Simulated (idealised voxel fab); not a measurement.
process module | voxel self aligned contacts
cross-section cut | 220 nm wide | cells 5 nm
A cross-section is a grid of square cells, given in bands from the top down. A band is one or more rows of cells.
Each band's line starts with the height of the band's top and of its bottom, in nm. Then come its materials from left to right, each with its width in nm. One material with "throughout" fills the band from edge to edge. "air" is empty space.
Height 0 is the level under which the wafer as received is all one material. The lowest band goes on downwards, as in "0 down".
A width such as "30 to 40" changes by the same amount from each row of cells to the next, from the band's top row to its bottom row.
"no change" after a step means that no cell of the cross-section changed.
closed voids: empty space of 8 cells or more with no open way to the top, each as width x height at its distance from the left edge, in nm
after a step's settings: what the simulator itself notes on the step
overlay nm, on a step with a mask: how far to the right of its planned place the mask lay; to the left if negative
Each pair below shows a cross-section before one step and the cross-section after it, down to the lowest band that changed. The line under each pair gives the step between them, with its settings. The pairs can come from different runs of this module on the same starting wafer, so a pair continues from the pair above only where its "before" says so.
before
  0 down: Si throughout
  closed voids: none
after
  0 to -5: SiO2 throughout
  below -5: unchanged
  closed voids: none
the step between: op OXIDIZE | depth nm 5
before: the cross-section after the pair above
after
  30 to 0: polySi throughout
  below 0: unchanged
  closed voids: none
the step between: op DIRECTIONAL_DEP | material polySi | thk nm 30
before: the cross-section after the pair above
after
  50 to 30: SiN throughout
  below 30: unchanged
  closed voids: none
the step between: op DIRECTIONAL_DEP | material SiN | thk nm 20
before: the cross-section after the pair above
after
  65 to 50: air 25 | resist 35 | air 30 | resist 35 | air 30 | resist 35 | air 30
  below 50: unchanged
  closed voids: none
the step between: op PATTERN | tone cover | mask id GATE | material resist | width nm 35 | pitch nm 65 | thk nm 15 | overlay nm 0
before: the cross-section after the pair above
after
  65 to 50: air 25 | resist 35 | air 30 | resist 35 | air 30 | resist 35 | air 30
  50 to 30: air 25 | SiN 35 | air 30 | SiN 35 | air 30 | SiN 35 | air 30
  below 30: unchanged
  closed voids: none
the step between: op DIRECTIONAL_ETCH | etch materials SiN | depth nm 20
before: the cross-section after the pair above
after
  65 to 50: air 25 | resist 35 | air 30 | resist 35 | air 30 | resist 35 | air 30
  50 to 30: air 25 | SiN 35 | air 30 | SiN 35 | air 30 | SiN 35 | air 30
  30 to 0: air 25 | polySi 35 | air 30 | polySi 35 | air 30 | polySi 35 | air 30
  below 0: unchanged
  closed voids: none
the step between: op DIRECTIONAL_ETCH | etch materials polySi | depth nm 30
before: the cross-section after the pair above
after
  50 to 30: air 25 | SiN 35 | air 30 | SiN 35 | air 30 | SiN 35 | air 30
  below 30: unchanged
  closed voids: none
the step between: op STRIP | etch materials resist
before: the cross-section after the pair above
after
  55 to 30: air 20 | SiN 45 | air 20 | SiN 45 | air 20 | SiN 45 | air 25
  30 to 5: air 20 | SiN 5 | polySi 35 | SiN 5 | air 20 | SiN 5 | polySi 35 | SiN 5 | air 20 | SiN 5 | polySi 35 | SiN 5 | air 25
  5 to 0: SiN 25 | polySi 35 | SiN 30 | polySi 35 | SiN 30 | polySi 35 | SiN 30
  below 0: unchanged
  closed voids: none
the step between: op CONFORMAL_DEP | material SiN | thk nm 5
before: the cross-section after the pair above
after
  50 to 30: air 20 | SiN 45 | air 20 | SiN 45 | air 20 | SiN 45 | air 25
  30 to 0: air 20 | SiN 5 | polySi 35 | SiN 5 | air 20 | SiN 5 | polySi 35 | SiN 5 | air 20 | SiN 5 | polySi 35 | SiN 5 | air 25
  below 0: unchanged
  closed voids: none
the step between: op DIRECTIONAL_ETCH | etch materials SiN | depth nm 5
before: the cross-section after the pair above
after
  65 to 50: SiO2 throughout
  50 to 30: SiO2 20 | SiN 45 | SiO2 20 | SiN 45 | SiO2 20 | SiN 45 | SiO2 25
  30 to 0: SiO2 20 | SiN 5 | polySi 35 | SiN 5 | SiO2 20 | SiN 5 | polySi 35 | SiN 5 | SiO2 20 | SiN 5 | polySi 35 | SiN 5 | SiO2 25
  below 0: unchanged
  closed voids: none
the step between: op FILL_DEP | material SiO2 | thk nm 15
before: the cross-section after the pair above
after
  55 to 50: SiO2 throughout
  below 50: unchanged
  closed voids: none
the step between: op CMP | height nm 55
before: the cross-section after the pair above
after
  70 to 55: resist 50 | air 50 | resist 15 | air 50 | resist 55
  below 55: unchanged
  closed voids: none
the step between: op PATTERN | tone open | mask id CONTACT | material resist | width nm 50 | pitch nm 65 | thk nm 15 | overlay nm 0
before: the cross-section after the pair above
after
  70 to 55: resist 50 | air 50 | resist 15 | air 50 | resist 55
  55 to 50: SiO2 50 | air 50 | SiO2 15 | air 50 | SiO2 55
  50 to 30: SiO2 20 | SiN 45 | air 20 | SiN 45 | air 20 | SiN 45 | SiO2 25
  30 to 0: SiO2 20 | SiN 5 | polySi 35 | SiN 5 | air 20 | SiN 5 | polySi 35 | SiN 5 | air 20 | SiN 5 | polySi 35 | SiN 5 | SiO2 25
  0 to -5: SiO2 65 | air 20 | SiO2 45 | air 20 | SiO2 70
  below -5: unchanged
  closed voids: none
the step between: op DIRECTIONAL_ETCH | etch materials SiO2 | depth nm 60
before: the cross-section after the pair above
after
  55 to 50: SiO2 50 | air 50 | SiO2 15 | air 50 | SiO2 55
  below 50: unchanged
  closed voids: none
the step between: op STRIP | etch materials resist
before: the cross-section after the pair above
after
  60 to 55: TiN 55 | air 40 | TiN 25 | air 40 | TiN 60
  55 to 50: SiO2 50 | TiN 20 | air 10 | TiN 20 | SiO2 15 | TiN 20 | air 10 | TiN 20 | SiO2 55
  50 to 30: SiO2 20 | SiN 45 | TiN 5 | air 10 | TiN 5 | SiN 45 | TiN 5 | air 10 | TiN 5 | SiN 45 | SiO2 25
  30 to 0: SiO2 20 | SiN 5 | polySi 35 | SiN 5 | TiN 5 | air 10 | TiN 5 | SiN 5 | polySi 35 | SiN 5 | TiN 5 | air 10 | TiN 5 | SiN 5 | polySi 35 | SiN 5 | SiO2 25
  0 to -5: SiO2 65 | TiN 20 | SiO2 45 | TiN 20 | SiO2 70
  below -5: unchanged
  closed voids: none
the step between: op CONFORMAL_DEP | material TiN | thk nm 5
before: the cross-section after the pair above
after
  70 to 60: Ru throughout
  60 to 55: TiN 55 | Ru 40 | TiN 25 | Ru 40 | TiN 60
  55 to 50: SiO2 50 | TiN 20 | Ru 10 | TiN 20 | SiO2 15 | TiN 20 | Ru 10 | TiN 20 | SiO2 55
  50 to 30: SiO2 20 | SiN 45 | TiN 5 | Ru 10 | TiN 5 | SiN 45 | TiN 5 | Ru 10 | TiN 5 | SiN 45 | SiO2 25
  30 to 0: SiO2 20 | SiN 5 | polySi 35 | SiN 5 | TiN 5 | Ru 10 | TiN 5 | SiN 5 | polySi 35 | SiN 5 | TiN 5 | Ru 10 | TiN 5 | SiN 5 | polySi 35 | SiN 5 | SiO2 25
  below 0: unchanged
  closed voids: none
the step between: op FILL_DEP | material Ru | thk nm 10
before: the cross-section after the pair above
after
  55 to 50: SiO2 50 | TiN 20 | Ru 10 | TiN 20 | SiO2 15 | TiN 20 | Ru 10 | TiN 20 | SiO2 55
  below 50: unchanged
  closed voids: none
the step between: op CMP | height nm 55
before: the cross-section after the pair above
after
  60 to 55: SiN throughout
  below 55: unchanged
  closed voids: none
the step between: op CONFORMAL_DEP | material SiN | thk nm 5
before
  50 to 30: air 25 | SiN 35 | air 30 | SiN 35 | air 30 | SiN 35 | air 30
  30 to 0: air 25 | polySi 35 | air 30 | polySi 35 | air 30 | polySi 35 | air 30
  0 to -5: SiO2 throughout
  -5 down: Si throughout
  closed voids: none
after
  45 to 30: air 25 | SiN 35 | air 30 | SiN 35 | air 30 | SiN 35 | air 30
  below 30: unchanged
  closed voids: none
the step between: op DIRECTIONAL_ETCH | etch materials SiN | depth nm 5
before: the cross-section after the pair above
after
  60 to 45: SiO2 throughout
  45 to 30: SiO2 25 | SiN 35 | SiO2 30 | SiN 35 | SiO2 30 | SiN 35 | SiO2 30
  30 to 0: SiO2 25 | polySi 35 | SiO2 30 | polySi 35 | SiO2 30 | polySi 35 | SiO2 30
  below 0: unchanged
  closed voids: none
the step between: op FILL_DEP | material SiO2 | thk nm 15
before: the cross-section after the pair above
after
  55 to 45: SiO2 throughout
  below 45: unchanged
  closed voids: none
the step between: op CMP | height nm 55
before: the cross-section after the pair above
after
  70 to 55: resist 50 | air 50 | resist 15 | air 50 | resist 55
  below 55: unchanged
  closed voids: none
the step between: op PATTERN | tone open | mask id CONTACT | material resist | width nm 50 | pitch nm 65 | thk nm 15 | overlay nm 0
before: the cross-section after the pair above
after
  70 to 55: resist 50 | air 50 | resist 15 | air 50 | resist 55
  55 to 45: SiO2 50 | air 50 | SiO2 15 | air 50 | SiO2 55
  45 to 30: SiO2 25 | SiN 35 | air 30 | SiN 35 | air 30 | SiN 35 | SiO2 30
  30 to 0: SiO2 25 | polySi 35 | air 30 | polySi 35 | air 30 | polySi 35 | SiO2 30
  0 to -5: SiO2 60 | air 30 | SiO2 35 | air 30 | SiO2 65
  below -5: unchanged
  closed voids: none
the step between: op DIRECTIONAL_ETCH | etch materials SiO2 | depth nm 60
before: the cross-section after the pair above
after
  55 to 45: SiO2 50 | air 50 | SiO2 15 | air 50 | SiO2 55
  below 45: unchanged
  closed voids: none
the step between: op STRIP | etch materials resist
before: the cross-section after the pair above
after
  60 to 55: TiN 55 | air 40 | TiN 25 | air 40 | TiN 60
  55 to 45: SiO2 50 | TiN 5 to 15 | air 40 to 20 | TiN 5 to 15 | SiO2 15 | TiN 5 to 15 | air 40 to 20 | TiN 5 to 15 | SiO2 55
  45 to 30: SiO2 25 | SiN 35 | TiN 5 | air 20 | TiN 5 | SiN 35 | TiN 5 | air 20 | TiN 5 | SiN 35 | SiO2 30
  30 to 0: SiO2 25 | polySi 35 | TiN 5 | air 20 | TiN 5 | polySi 35 | TiN 5 | air 20 | TiN 5 | polySi 35 | SiO2 30
  0 to -5: SiO2 60 | TiN 30 | SiO2 35 | TiN 30 | SiO2 65
  below -5: unchanged
  closed voids: none
the step between: op CONFORMAL_DEP | material TiN | thk nm 5
before: the cross-section after the pair above
after
  70 to 60: Ru throughout
  60 to 55: TiN 55 | Ru 40 | TiN 25 | Ru 40 | TiN 60
  55 to 45: SiO2 50 | TiN 5 to 15 | Ru 40 to 20 | TiN 5 to 15 | SiO2 15 | TiN 5 to 15 | Ru 40 to 20 | TiN 5 to 15 | SiO2 55
  45 to 30: SiO2 25 | SiN 35 | TiN 5 | Ru 20 | TiN 5 | SiN 35 | TiN 5 | Ru 20 | TiN 5 | SiN 35 | SiO2 30
  30 to 0: SiO2 25 | polySi 35 | TiN 5 | Ru 20 | TiN 5 | polySi 35 | TiN 5 | Ru 20 | TiN 5 | polySi 35 | SiO2 30
  below 0: unchanged
  closed voids: none
the step between: op FILL_DEP | material Ru | thk nm 10
before: the cross-section after the pair above
after
  55 to 45: SiO2 50 | TiN 5 to 15 | Ru 40 to 20 | TiN 5 to 15 | SiO2 15 | TiN 5 to 15 | Ru 40 to 20 | TiN 5 to 15 | SiO2 55
  below 45: unchanged
  closed voids: none
the step between: op CMP | height nm 55
before: the cross-section after the pair above
after
  60 to 55: SiN throughout
  below 55: unchanged
  closed voids: none
the step between: op CONFORMAL_DEP | material SiN | thk nm 5
before
  50 to 30: SiN throughout
  30 to 0: polySi throughout
  0 to -5: SiO2 throughout
  -5 down: Si throughout
  closed voids: none
after
  70 to 30: SiN throughout
  below 30: unchanged
  closed voids: none
the step between: op DIRECTIONAL_DEP | material SiN | thk nm 20
before: the cross-section after the pair above
after
  85 to 70: air 25 | resist 35 | air 30 | resist 35 | air 30 | resist 35 | air 30
  below 70: unchanged
  closed voids: none
the step between: op PATTERN | tone cover | mask id GATE | material resist | width nm 35 | pitch nm 65 | thk nm 15 | overlay nm 0
before: the cross-section after the pair above
after
  85 to 70: air 25 | resist 35 | air 30 | resist 35 | air 30 | resist 35 | air 30
  70 to 50: air 25 | SiN 35 | air 30 | SiN 35 | air 30 | SiN 35 | air 30
  below 50: unchanged
  closed voids: none
the step between: op DIRECTIONAL_ETCH | etch materials SiN | depth nm 20
before: the cross-section after the pair above
after
  70 to 50: air 25 | SiN 35 | air 30 | SiN 35 | air 30 | SiN 35 | air 30
  below 50: unchanged
  closed voids: none
the step between: op STRIP | etch materials resist
before: the cross-section after the pair above
after
  75 to 55: air 20 | SiN 45 | air 20 | SiN 45 | air 20 | SiN 45 | air 25
  55 to 30: SiN throughout
  below 30: unchanged
  closed voids: none
the step between: op CONFORMAL_DEP | material SiN | thk nm 5
before: the cross-section after the pair above
after
  70 to 50: air 20 | SiN 45 | air 20 | SiN 45 | air 20 | SiN 45 | air 25
  below 50: unchanged
  closed voids: none
the step between: op DIRECTIONAL_ETCH | etch materials SiN | depth nm 5
before: the cross-section after the pair above
after
  85 to 70: SiO2 throughout
  70 to 50: SiO2 20 | SiN 45 | SiO2 20 | SiN 45 | SiO2 20 | SiN 45 | SiO2 25
  below 50: unchanged
  closed voids: none
the step between: op FILL_DEP | material SiO2 | thk nm 15
before: the cross-section after the pair above
after
  55 to 50: SiO2 20 | SiN 45 | SiO2 20 | SiN 45 | SiO2 20 | SiN 45 | SiO2 25
  below 50: unchanged
  closed voids: none
the step between: op CMP | height nm 55
before: the cross-section after the pair above
after
  70 to 55: resist 50 | air 50 | resist 15 | air 50 | resist 55
  below 55: unchanged
  closed voids: none
the step between: op PATTERN | tone open | mask id CONTACT | material resist | width nm 50 | pitch nm 65 | thk nm 15 | overlay nm 0
before: the cross-section after the pair above
after
  70 to 55: resist 50 | air 50 | resist 15 | air 50 | resist 55
  55 to 50: SiO2 20 | SiN 45 | air 20 | SiN 45 | air 20 | SiN 45 | SiO2 25
  below 50: unchanged
  closed voids: none
the step between: op DIRECTIONAL_ETCH | etch materials SiO2 | depth nm 60
before: the cross-section after the pair above
after
  55 to 50: SiO2 20 | SiN 45 | air 20 | SiN 45 | air 20 | SiN 45 | SiO2 25
  below 50: unchanged
  closed voids: none
the step between: op STRIP | etch materials resist
before: the cross-section after the pair above
after
  60 to 55: TiN 70 | air 10 | TiN 55 | air 10 | TiN 75
  55 to 50: SiO2 20 | SiN 45 | TiN 20 | SiN 45 | TiN 20 | SiN 45 | SiO2 25
  below 50: unchanged
  closed voids: none
the step between: op CONFORMAL_DEP | material TiN | thk nm 5
before: the cross-section after the pair above
after
  70 to 60: Ru throughout
  60 to 55: TiN 70 | Ru 10 | TiN 55 | Ru 10 | TiN 75
  below 55: unchanged
  closed voids: none
the step between: op FILL_DEP | material Ru | thk nm 10
before: the cross-section after the pair above
after
  55 to 50: SiO2 20 | SiN 45 | TiN 20 | SiN 45 | TiN 20 | SiN 45 | SiO2 25
  below 50: unchanged
  closed voids: none
the step between: op CMP | height nm 55
before: the cross-section after the pair above
after
  60 to 55: SiN throughout
  below 55: unchanged
  closed voids: none
the step between: op CONFORMAL_DEP | material SiN | thk nm 5
before
  0 to -5: SiO2 throughout
  -5 down: Si throughout
  closed voids: none
after
  20 to 0: SiN throughout
  below 0: unchanged
  closed voids: none
the step between: op DIRECTIONAL_DEP | material SiN | thk nm 20
before: the cross-section after the pair above
after
  50 to 20: polySi throughout
  below 20: unchanged
  closed voids: none
the step between: op DIRECTIONAL_DEP | material polySi | thk nm 30
before: the cross-section after the pair above
after
  65 to 50: air 25 | resist 35 | air 30 | resist 35 | air 30 | resist 35 | air 30
  below 50: unchanged
  closed voids: none
the step between: op PATTERN | tone cover | mask id GATE | material resist | width nm 35 | pitch nm 65 | thk nm 15 | overlay nm 0
before: the cross-section after the pair above
after
  65 to 50: air 25 | resist 35 | air 30 | resist 35 | air 30 | resist 35 | air 30
  50 to 20: air 25 | polySi 35 | air 30 | polySi 35 | air 30 | polySi 35 | air 30
  below 20: unchanged
  closed voids: none
the step between: op DIRECTIONAL_ETCH | etch materials polySi | depth nm 30
before: the cross-section after the pair above
after
  50 to 20: air 25 | polySi 35 | air 30 | polySi 35 | air 30 | polySi 35 | air 30
  below 20: unchanged
  closed voids: none
the step between: op STRIP | etch materials resist
before: the cross-section after the pair above
after
  55 to 50: air 20 | SiN 45 | air 20 | SiN 45 | air 20 | SiN 45 | air 25
  50 to 25: air 20 | SiN 5 | polySi 35 | SiN 5 | air 20 | SiN 5 | polySi 35 | SiN 5 | air 20 | SiN 5 | polySi 35 | SiN 5 | air 25
  25 to 20: SiN 25 | polySi 35 | SiN 30 | polySi 35 | SiN 30 | polySi 35 | SiN 30
  below 20: unchanged
  closed voids: none
the step between: op CONFORMAL_DEP | material SiN | thk nm 5
before: the cross-section after the pair above
after
  50 to 20: air 20 | SiN 5 | polySi 35 | SiN 5 | air 20 | SiN 5 | polySi 35 | SiN 5 | air 20 | SiN 5 | polySi 35 | SiN 5 | air 25
  below 20: unchanged
  closed voids: none
the step between: op DIRECTIONAL_ETCH | etch materials SiN | depth nm 5
before: the cross-section after the pair above
after
  65 to 50: SiO2 throughout
  50 to 20: SiO2 20 | SiN 5 | polySi 35 | SiN 5 | SiO2 20 | SiN 5 | polySi 35 | SiN 5 | SiO2 20 | SiN 5 | polySi 35 | SiN 5 | SiO2 25
  below 20: unchanged
  closed voids: none
the step between: op FILL_DEP | material SiO2 | thk nm 15
before: the cross-section after the pair above
after
  55 to 50: SiO2 throughout
  below 50: unchanged
  closed voids: none
the step between: op CMP | height nm 55
before: the cross-section after the pair above
after
  70 to 55: resist 50 | air 50 | resist 15 | air 50 | resist 55
  below 55: unchanged
  closed voids: none
the step between: op PATTERN | tone open | mask id CONTACT | material resist | width nm 50 | pitch nm 65 | thk nm 15 | overlay nm 0
before: the cross-section after the pair above
after
  70 to 55: resist 50 | air 50 | resist 15 | air 50 | resist 55
  55 to 50: SiO2 50 | air 50 | SiO2 15 | air 50 | SiO2 55
  50 to 20: SiO2 20 | SiN 5 | polySi 35 | SiN 5 | air 20 | SiN 5 | polySi 35 | SiN 5 | air 20 | SiN 5 | polySi 35 | SiN 5 | SiO2 25
  below 20: unchanged
  closed voids: none
the step between: op DIRECTIONAL_ETCH | etch materials SiO2 | depth nm 60
before: the cross-section after the pair above
after
  55 to 50: SiO2 50 | air 50 | SiO2 15 | air 50 | SiO2 55
  below 50: unchanged
  closed voids: none
the step between: op STRIP | etch materials resist
before: the cross-section after the pair above
after
  60 to 55: TiN 55 | air 40 | TiN 25 | air 40 | TiN 60
  55 to 50: SiO2 50 | TiN 20 | air 10 | TiN 20 | SiO2 15 | TiN 20 | air 10 | TiN 20 | SiO2 55
  50 to 25: SiO2 20 | SiN 5 | polySi 35 | SiN 5 | TiN 5 | air 10 | TiN 5 | SiN 5 | polySi 35 | SiN 5 | TiN 5 | air 10 | TiN 5 | SiN 5 | polySi 35 | SiN 5 | SiO2 25
  25 to 20: SiO2 20 | SiN 5 | polySi 35 | SiN 5 | TiN 20 | SiN 5 | polySi 35 | SiN 5 | TiN 20 | SiN 5 | polySi 35 | SiN 5 | SiO2 25
  below 20: unchanged
  closed voids: none
the step between: op CONFORMAL_DEP | material TiN | thk nm 5
before: the cross-section after the pair above
after
  70 to 60: Ru throughout
  60 to 55: TiN 55 | Ru 40 | TiN 25 | Ru 40 | TiN 60
  55 to 50: SiO2 50 | TiN 20 | Ru 10 | TiN 20 | SiO2 15 | TiN 20 | Ru 10 | TiN 20 | SiO2 55
  50 to 25: SiO2 20 | SiN 5 | polySi 35 | SiN 5 | TiN 5 | Ru 10 | TiN 5 | SiN 5 | polySi 35 | SiN 5 | TiN 5 | Ru 10 | TiN 5 | SiN 5 | polySi 35 | SiN 5 | SiO2 25
  below 25: unchanged
  closed voids: none
the step between: op FILL_DEP | material Ru | thk nm 10
before: the cross-section after the pair above
after
  55 to 50: SiO2 50 | TiN 20 | Ru 10 | TiN 20 | SiO2 15 | TiN 20 | Ru 10 | TiN 20 | SiO2 55
  below 50: unchanged
  closed voids: none
the step between: op CMP | height nm 55
before: the cross-section after the pair above
after
  60 to 55: SiN throughout
  below 55: unchanged
  closed voids: none
the step between: op CONFORMAL_DEP | material SiN | thk nm 5
before
  0 down: Si throughout
  closed voids: none
after
  0 to -10: SiO2 throughout
  below -10: unchanged
  closed voids: none
the step between: op OXIDIZE | depth nm 10
before: the cross-section after the pair above
after
  30 to 0: polySi throughout
  below 0: unchanged
  closed voids: none
the step between: op DIRECTIONAL_DEP | material polySi | thk nm 30
before: the cross-section after the pair above
after
  50 to 30: SiN throughout
  below 30: unchanged
  closed voids: none
the step between: op DIRECTIONAL_DEP | material SiN | thk nm 20
before: the cross-section after the pair above
after
  65 to 50: air 25 | resist 35 | air 30 | resist 35 | air 30 | resist 35 | air 30
  below 50: unchanged
  closed voids: none
the step between: op PATTERN | tone cover | mask id GATE | material resist | width nm 35 | pitch nm 65 | thk nm 15 | overlay nm 0
before: the cross-section after the pair above
after
  65 to 50: air 25 | resist 35 | air 30 | resist 35 | air 30 | resist 35 | air 30
  50 to 30: air 25 | SiN 35 | air 30 | SiN 35 | air 30 | SiN 35 | air 30
  below 30: unchanged
  closed voids: none
the step between: op DIRECTIONAL_ETCH | etch materials SiN | depth nm 20
before: the cross-section after the pair above
after
  65 to 50: air 25 | resist 35 | air 30 | resist 35 | air 30 | resist 35 | air 30
  50 to 30: air 25 | SiN 35 | air 30 | SiN 35 | air 30 | SiN 35 | air 30
  30 to 0: air 25 | polySi 35 | air 30 | polySi 35 | air 30 | polySi 35 | air 30
  below 0: unchanged
  closed voids: none
the step between: op DIRECTIONAL_ETCH | etch materials polySi | depth nm 30
before: the cross-section after the pair above
after
  50 to 30: air 25 | SiN 35 | air 30 | SiN 35 | air 30 | SiN 35 | air 30
  below 30: unchanged
  closed voids: none
the step between: op STRIP | etch materials resist
before: the cross-section after the pair above
after
  55 to 30: air 20 | SiN 45 | air 20 | SiN 45 | air 20 | SiN 45 | air 25
  30 to 5: air 20 | SiN 5 | polySi 35 | SiN 5 | air 20 | SiN 5 | polySi 35 | SiN 5 | air 20 | SiN 5 | polySi 35 | SiN 5 | air 25
  5 to 0: SiN 25 | polySi 35 | SiN 30 | polySi 35 | SiN 30 | polySi 35 | SiN 30
  below 0: unchanged
  closed voids: none
the step between: op CONFORMAL_DEP | material SiN | thk nm 5
before: the cross-section after the pair above
after
  50 to 30: air 20 | SiN 45 | air 20 | SiN 45 | air 20 | SiN 45 | air 25
  30 to 0: air 20 | SiN 5 | polySi 35 | SiN 5 | air 20 | SiN 5 | polySi 35 | SiN 5 | air 20 | SiN 5 | polySi 35 | SiN 5 | air 25
  below 0: unchanged
  closed voids: none
the step between: op DIRECTIONAL_ETCH | etch materials SiN | depth nm 5
before: the cross-section after the pair above
after
  65 to 50: SiO2 throughout
  50 to 30: SiO2 20 | SiN 45 | SiO2 20 | SiN 45 | SiO2 20 | SiN 45 | SiO2 25
  30 to 0: SiO2 20 | SiN 5 | polySi 35 | SiN 5 | SiO2 20 | SiN 5 | polySi 35 | SiN 5 | SiO2 20 | SiN 5 | polySi 35 | SiN 5 | SiO2 25
  below 0: unchanged
  closed voids: none
the step between: op FILL_DEP | material SiO2 | thk nm 15
before: the cross-section after the pair above
after
  55 to 50: SiO2 throughout
  below 50: unchanged
  closed voids: none
the step between: op CMP | height nm 55
before: the cross-section after the pair above
after
  70 to 55: resist 50 | air 50 | resist 15 | air 50 | resist 55
  below 55: unchanged
  closed voids: none
the step between: op PATTERN | tone open | mask id CONTACT | material resist | width nm 50 | pitch nm 65 | thk nm 15 | overlay nm 0
before: the cross-section after the pair above
after
  70 to 55: resist 50 | air 50 | resist 15 | air 50 | resist 55
  55 to 50: SiO2 50 | air 50 | SiO2 15 | air 50 | SiO2 55
  50 to 30: SiO2 20 | SiN 45 | air 20 | SiN 45 | air 20 | SiN 45 | SiO2 25
  30 to 0: SiO2 20 | SiN 5 | polySi 35 | SiN 5 | air 20 | SiN 5 | polySi 35 | SiN 5 | air 20 | SiN 5 | polySi 35 | SiN 5 | SiO2 25
  0 to -5: SiO2 65 | air 20 | SiO2 45 | air 20 | SiO2 70
  below -5: unchanged
  closed voids: none
the step between: op DIRECTIONAL_ETCH | etch materials SiO2 | depth nm 60
before: the cross-section after the pair above
after
  55 to 50: SiO2 50 | air 50 | SiO2 15 | air 50 | SiO2 55
  below 50: unchanged
  closed voids: none
the step between: op STRIP | etch materials resist
before: the cross-section after the pair above
after
  60 to 55: TiN 55 | air 40 | TiN 25 | air 40 | TiN 60
  55 to 50: SiO2 50 | TiN 20 | air 10 | TiN 20 | SiO2 15 | TiN 20 | air 10 | TiN 20 | SiO2 55
  50 to 30: SiO2 20 | SiN 45 | TiN 5 | air 10 | TiN 5 | SiN 45 | TiN 5 | air 10 | TiN 5 | SiN 45 | SiO2 25
  30 to 0: SiO2 20 | SiN 5 | polySi 35 | SiN 5 | TiN 5 | air 10 | TiN 5 | SiN 5 | polySi 35 | SiN 5 | TiN 5 | air 10 | TiN 5 | SiN 5 | polySi 35 | SiN 5 | SiO2 25
  0 to -5: SiO2 65 | TiN 20 | SiO2 45 | TiN 20 | SiO2 70
  below -5: unchanged
  closed voids: none
the step between: op CONFORMAL_DEP | material TiN | thk nm 5
before: the cross-section after the pair above
after
  70 to 60: Ru throughout
  60 to 55: TiN 55 | Ru 40 | TiN 25 | Ru 40 | TiN 60
  55 to 50: SiO2 50 | TiN 20 | Ru 10 | TiN 20 | SiO2 15 | TiN 20 | Ru 10 | TiN 20 | SiO2 55
  50 to 30: SiO2 20 | SiN 45 | TiN 5 | Ru 10 | TiN 5 | SiN 45 | TiN 5 | Ru 10 | TiN 5 | SiN 45 | SiO2 25
  30 to 0: SiO2 20 | SiN 5 | polySi 35 | SiN 5 | TiN 5 | Ru 10 | TiN 5 | SiN 5 | polySi 35 | SiN 5 | TiN 5 | Ru 10 | TiN 5 | SiN 5 | polySi 35 | SiN 5 | SiO2 25
  below 0: unchanged
  closed voids: none
the step between: op FILL_DEP | material Ru | thk nm 10
before: the cross-section after the pair above
after
  55 to 50: SiO2 50 | TiN 20 | Ru 10 | TiN 20 | SiO2 15 | TiN 20 | Ru 10 | TiN 20 | SiO2 55
  below 50: unchanged
  closed voids: none
the step between: op CMP | height nm 55
before: the cross-section after the pair above
after
  60 to 55: SiN throughout
  below 55: unchanged
  closed voids: none
the step between: op CONFORMAL_DEP | material SiN | thk nm 5
before
  50 to 30: SiN throughout
  30 to 0: polySi throughout
  0 to -5: SiO2 throughout
  -5 down: Si throughout
  closed voids: none
after
  65 to 50: air 25 | resist 40 | air 25 | resist 40 | air 25 | resist 40 | air 25
  below 50: unchanged
  closed voids: none
the step between: op PATTERN | tone cover | mask id GATE | material resist | width nm 40 | pitch nm 65 | thk nm 15 | overlay nm 0
before: the cross-section after the pair above
after
  65 to 50: air 25 | resist 40 | air 25 | resist 40 | air 25 | resist 40 | air 25
  50 to 30: air 25 | SiN 40 | air 25 | SiN 40 | air 25 | SiN 40 | air 25
  below 30: unchanged
  closed voids: none
the step between: op DIRECTIONAL_ETCH | etch materials SiN | depth nm 20
before: the cross-section after the pair above
after
  65 to 50: air 25 | resist 40 | air 25 | resist 40 | air 25 | resist 40 | air 25
  50 to 30: air 25 | SiN 40 | air 25 | SiN 40 | air 25 | SiN 40 | air 25
  30 to 0: air 25 | polySi 40 | air 25 | polySi 40 | air 25 | polySi 40 | air 25
  below 0: unchanged
  closed voids: none
the step between: op DIRECTIONAL_ETCH | etch materials polySi | depth nm 30
before: the cross-section after the pair above
after
  50 to 30: air 25 | SiN 40 | air 25 | SiN 40 | air 25 | SiN 40 | air 25
  below 30: unchanged
  closed voids: none
the step between: op STRIP | etch materials resist
before: the cross-section after the pair above
after
  55 to 30: air 20 | SiN 50 | air 15 | SiN 50 | air 15 | SiN 50 | air 20
  30 to 5: air 20 | SiN 5 | polySi 40 | SiN 5 | air 15 | SiN 5 | polySi 40 | SiN 5 | air 15 | SiN 5 | polySi 40 | SiN 5 | air 20
  5 to 0: SiN 25 | polySi 40 | SiN 25 | polySi 40 | SiN 25 | polySi 40 | SiN 25
  below 0: unchanged
  closed voids: none
the step between: op CONFORMAL_DEP | material SiN | thk nm 5
before: the cross-section after the pair above
after
  50 to 30: air 20 | SiN 50 | air 15 | SiN 50 | air 15 | SiN 50 | air 20
  30 to 0: air 20 | SiN 5 | polySi 40 | SiN 5 | air 15 | SiN 5 | polySi 40 | SiN 5 | air 15 | SiN 5 | polySi 40 | SiN 5 | air 20
  below 0: unchanged
  closed voids: none
the step between: op DIRECTIONAL_ETCH | etch materials SiN | depth nm 5
before: the cross-section after the pair above
after
  65 to 50: SiO2 throughout
  50 to 30: SiO2 20 | SiN 50 | SiO2 15 | SiN 50 | SiO2 15 | SiN 50 | SiO2 20
  30 to 0: SiO2 20 | SiN 5 | polySi 40 | SiN 5 | SiO2 15 | SiN 5 | polySi 40 | SiN 5 | SiO2 15 | SiN 5 | polySi 40 | SiN 5 | SiO2 20
  below 0: unchanged
  closed voids: none
the step between: op FILL_DEP | material SiO2 | thk nm 15
before: the cross-section after the pair above
after
  55 to 50: SiO2 throughout
  below 50: unchanged
  closed voids: none
the step between: op CMP | height nm 55
before: the cross-section after the pair above
after
  70 to 55: resist 50 | air 50 | resist 15 | air 50 | resist 55
  below 55: unchanged
  closed voids: none
the step between: op PATTERN | tone open | mask id CONTACT | material resist | width nm 50 | pitch nm 65 | thk nm 15 | overlay nm 0
before: the cross-section after the pair above
after
  70 to 55: resist 50 | air 50 | resist 15 | air 50 | resist 55
  55 to 50: SiO2 50 | air 50 | SiO2 15 | air 50 | SiO2 55
  50 to 30: SiO2 20 | SiN 50 | air 15 | SiN 50 | air 15 | SiN 50 | SiO2 20
  30 to 0: SiO2 20 | SiN 5 | polySi 40 | SiN 5 | air 15 | SiN 5 | polySi 40 | SiN 5 | air 15 | SiN 5 | polySi 40 | SiN 5 | SiO2 20
  0 to -5: SiO2 70 | air 15 | SiO2 50 | air 15 | SiO2 70
  below -5: unchanged
  closed voids: none
the step between: op DIRECTIONAL_ETCH | etch materials SiO2 | depth nm 60
before: the cross-section after the pair above
after
  55 to 50: SiO2 50 | air 50 | SiO2 15 | air 50 | SiO2 55
  below 50: unchanged
  closed voids: none
the step between: op STRIP | etch materials resist
